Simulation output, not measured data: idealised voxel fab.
process module | voxel self aligned contacts
cross-section cut | 225 nm wide | cells 5 nm
A cross-section is a grid of square cells, given in bands from the top down. A band is one or more rows of cells.
Each band's line starts with the height of the band's top and of its bottom, in nm. Then come its materials from left to right, each with its width in nm. One material with "throughout" fills the band from edge to edge. "air" is empty space.
Height 0 is the level under which the wafer as received is all one material. The lowest band goes on downwards, as in "0 down".
A width such as "30 to 40" changes by the same amount from each row of cells to the next, from the band's top row to its bottom row.
"no change" after a step means that no cell of the cross-section changed.
closed voids: empty space of 8 cells or more with no open way to the top, each as width x height at its distance from the left edge, in nm
after a step's settings: what the simulator itself notes on the step
overlay nm, on a step with a mask: how far to the right of its planned place the mask lay; to the left if negative
plan
1 op RECEIVE | material Si
2 op CONFORMAL_DEP | material SiO2 | thk nm 5
3 op DIRECTIONAL_DEP | material polySi | thk nm 25
4 op DIRECTIONAL_DEP | material SiN | thk nm 15
5 op PATTERN | tone cover | mask id GATE | material resist | width nm 35 | pitch nm 60 | thk nm 15 | overlay nm 0
6 op DIRECTIONAL_ETCH | etch materials SiN | depth nm 15
7 op DIRECTIONAL_ETCH | etch materials polySi | depth nm 25
8 op STRIP | etch materials resist
9 op CONFORMAL_DEP | material SiN | thk nm 5
10 op DIRECTIONAL_ETCH | etch materials SiN | depth nm 5
11 op FILL_DEP | material SiO2 | thk nm 20
12 op CMP | height nm 55
13 op MASKED_ETCH | tone open | mask id CONTACT | width nm 35 | etch materials SiO2 | depth nm 55 | overlay nm 0
14 op CONFORMAL_DEP | material TiN | thk nm 5
15 op FILL_DEP | material Ru | thk nm 5
16 op CMP | height nm 55
17 op CONFORMAL_DEP | material SiN | thk nm 5
first wafer, as planned
as received, after step 1
  0 down: Si throughout
  closed voids: none
after step 2
  5 to 0: SiO2 throughout
  below 0: unchanged
after step 3
  30 to 5: polySi throughout
  below 5: unchanged
after step 4
  45 to 30: SiN throughout
  below 30: unchanged
after step 5
  60 to 45: air 65 | resist 35 | air 25 | resist 35 | air 65
  below 45: unchanged
after step 6
  60 to 45: air 65 | resist 35 | air 25 | resist 35 | air 65
  45 to 30: air 65 | SiN 35 | air 25 | SiN 35 | air 65
  below 30: unchanged
after step 7
  60 to 45: air 65 | resist 35 | air 25 | resist 35 | air 65
  45 to 30: air 65 | SiN 35 | air 25 | SiN 35 | air 65
  30 to 5: air 65 | polySi 35 | air 25 | polySi 35 | air 65
  below 5: unchanged
after step 8
  45 to 30: air 65 | SiN 35 | air 25 | SiN 35 | air 65
  below 30: unchanged
after step 9
  50 to 30: air 60 | SiN 45 | air 15 | SiN 45 | air 60
  30 to 10: air 60 | SiN 5 | polySi 35 | SiN 5 | air 15 | SiN 5 | polySi 35 | SiN 5 | air 60
  10 to 5: SiN 65 | polySi 35 | SiN 25 | polySi 35 | SiN 65
  below 5: unchanged
after step 10
  45 to 30: air 60 | SiN 45 | air 15 | SiN 45 | air 60
  30 to 5: air 60 | SiN 5 | polySi 35 | SiN 5 | air 15 | SiN 5 | polySi 35 | SiN 5 | air 60
  below 5: unchanged
after step 11
  65 to 45: SiO2 throughout
  45 to 30: SiO2 60 | SiN 45 | SiO2 15 | SiN 45 | SiO2 60
  30 to 5: SiO2 60 | SiN 5 | polySi 35 | SiN 5 | SiO2 15 | SiN 5 | polySi 35 | SiN 5 | SiO2 60
  below 5: unchanged
after step 12
  55 to 45: SiO2 throughout
  below 45: unchanged
after step 13
  55 to 45: SiO2 95 | air 35 | SiO2 95
  45 to 30: SiO2 60 | SiN 45 | air 15 | SiN 45 | SiO2 60
  30 to 5: SiO2 60 | SiN 5 | polySi 35 | SiN 5 | air 15 | SiN 5 | polySi 35 | SiN 5 | SiO2 60
  5 to 0: SiO2 105 | air 15 | SiO2 105
  below 0: unchanged
after step 14
  60 to 55: TiN 100 | air 25 | TiN 100
  55 to 45: SiO2 95 | TiN 5 to 15 | air 25 to 5 | TiN 5 to 15 | SiO2 95
  45 to 30: SiO2 60 | SiN 45 | TiN 5 | air 5 | TiN 5 | SiN 45 | SiO2 60
  30 to 5: SiO2 60 | SiN 5 | polySi 35 | SiN 5 | TiN 5 | air 5 | TiN 5 | SiN 5 | polySi 35 | SiN 5 | SiO2 60
  5 to 0: SiO2 105 | TiN 15 | SiO2 105
  below 0: unchanged
after step 15
  65 to 60: Ru throughout
  60 to 55: TiN 100 | Ru 25 | TiN 100
  55 to 45: SiO2 95 | TiN 5 to 15 | Ru 25 to 5 | TiN 5 to 15 | SiO2 95
  45 to 30: SiO2 60 | SiN 45 | TiN 5 | Ru 5 | TiN 5 | SiN 45 | SiO2 60
  30 to 5: SiO2 60 | SiN 5 | polySi 35 | SiN 5 | TiN 5 | Ru 5 | TiN 5 | SiN 5 | polySi 35 | SiN 5 | SiO2 60
  below 5: unchanged
after step 16
  55 to 45: SiO2 95 | TiN 5 to 15 | Ru 25 to 5 | TiN 5 to 15 | SiO2 95
  below 45: unchanged
after step 17
  60 to 55: SiN throughout
  below 55: unchanged
second wafer: like start, like plan, one mistake. Through step 3 it matches the first wafer
when step 4 should have ended
  60 to 30: SiN throughout
  below 30: unchanged
when step 5 should have ended
  75 to 60: air 65 | resist 35 | air 25 | resist 35 | air 65
  below 60: unchanged
when step 6 should have ended
  75 to 60: air 65 | resist 35 | air 25 | resist 35 | air 65
  60 to 45: air 65 | SiN 35 | air 25 | SiN 35 | air 65
  below 45: unchanged
when step 7 should have ended: no change
when step 8 should have ended
  60 to 45: air 65 | SiN 35 | air 25 | SiN 35 | air 65
  below 45: unchanged
when step 9 should have ended
  65 to 50: air 60 | SiN 45 | air 15 | SiN 45 | air 60
  50 to 30: SiN throughout
  below 30: unchanged
when step 10 should have ended
  60 to 45: air 60 | SiN 45 | air 15 | SiN 45 | air 60
  below 45: unchanged
when step 11 should have ended
  80 to 60: SiO2 throughout
  60 to 45: SiO2 60 | SiN 45 | SiO2 15 | SiN 45 | SiO2 60
  below 45: unchanged
when step 12 should have ended
  55 to 45: SiO2 60 | SiN 45 | SiO2 15 | SiN 45 | SiO2 60
  below 45: unchanged
when step 13 should have ended
  55 to 45: SiO2 60 | SiN 45 | air 15 | SiN 45 | SiO2 60
  below 45: unchanged
when step 14 should have ended
  60 to 55: TiN 110 | air 5 | TiN 110
  55 to 50: SiO2 60 | SiN 45 | TiN 5 | air 5 | TiN 5 | SiN 45 | SiO2 60
  50 to 45: SiO2 60 | SiN 45 | TiN 15 | SiN 45 | SiO2 60
  below 45: unchanged
when step 15 should have ended
  65 to 60: Ru throughout
  60 to 55: TiN 110 | Ru 5 | TiN 110
  55 to 50: SiO2 60 | SiN 45 | TiN 5 | Ru 5 | TiN 5 | SiN 45 | SiO2 60
  below 50: unchanged
when step 16 should have ended
  55 to 50: SiO2 60 | SiN 45 | TiN 5 | Ru 5 | TiN 5 | SiN 45 | SiO2 60
  below 50: unchanged
when step 17 should have ended
  60 to 55: SiN throughout
  below 55: unchanged
what went wrong: step 4 was run twice
at the end the second wafer has, in cells: 13 fewer of Ru | 97 more of SiN | 217 fewer of SiO2 | 22 fewer of TiN | 155 more of polySi
